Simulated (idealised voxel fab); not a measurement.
process module | voxel local oxidation
cross-section cut | 270 nm wide | cells 5 nm
A cross-section is a grid of square cells, given in bands from the top down. A band is one or more rows of cells.
Each band's line starts with the height of the band's top and of its bottom, in nm. Then come its materials from left to right, each with its width in nm. One material with "throughout" fills the band from edge to edge. "air" is empty space.
Height 0 is the level under which the wafer as received is all one material. The lowest band goes on downwards, as in "0 down".
A width such as "30 to 40" changes by the same amount from each row of cells to the next, from the band's top row to its bottom row.
"no change" after a step means that no cell of the cross-section changed.
closed voids: empty space of 8 cells or more with no open way to the top, each as width x height at its distance from the left edge, in nm
after a step's settings: what the simulator itself notes on the step
overlay nm, on a step with a mask: how far to the right of its planned place the mask lay; to the left if negative
plan
1 op RECEIVE | material Si
2 op CONFORMAL_DEP | material SiO2 | thk nm 5
3 op CONFORMAL_DEP | material SiN | thk nm 10
4 op PATTERN | tone cover | mask id ACTIVE | material resist | width nm 110 | thk nm 20 | overlay nm 0
5 op DIRECTIONAL_ETCH | etch materials SiN | depth nm 10
6 op STRIP | etch materials resist
7 op SELECTIVE_ETCH | etch materials SiO2 | depth nm 5
8 op OXIDIZE | depth nm 10
9 op STRIP | etch materials SiN
first wafer, as planned
as received, after step 1
  0 down: Si throughout
  closed voids: none
after step 2
  5 to 0: SiO2 throughout
  below 0: unchanged
after step 3
  15 to 5: SiN throughout
  below 5: unchanged
after step 4
  35 to 15: air 80 | resist 110 | air 80
  below 15: unchanged
after step 5
  35 to 15: air 80 | resist 110 | air 80
  15 to 5: air 80 | SiN 110 | air 80
  below 5: unchanged
after step 6
  15 to 5: air 80 | SiN 110 | air 80
  below 5: unchanged
after step 7
  15 to 5: air 80 | SiN 110 | air 80
  5 to 0: air 85 | SiO2 100 | air 85
  below 0: unchanged
after step 8
  15 to 5: air 80 | SiN 110 | air 80
  5 to 0: air 85 | SiO2 100 | air 85
  0 to -10: SiO2 95 | Si 80 | SiO2 95
  below -10: unchanged
after step 9
  5 to 0: air 85 | SiO2 100 | air 85
  below 0: unchanged
second wafer: like start, like plan, one mistake. Through step 2 it matches the first wafer
when step 3 should have ended
  15 to 0: SiO2 throughout
  below 0: unchanged
when step 4 should have ended
  35 to 15: air 80 | resist 110 | air 80
  below 15: unchanged
when step 5 should have ended: no change
when step 6 should have ended
  15 to 0: SiO2 throughout
  below 0: unchanged
when step 7 should have ended
  10 to 0: SiO2 throughout
  below 0: unchanged
when step 8 should have ended: no change
when step 9 should have ended: no change
what went wrong: step 3 ran as: op CONFORMAL_DEP | material SiO2 | thk nm 10
at the end the second wafer has, in cells: 76 more of Si | 12 more of SiO2
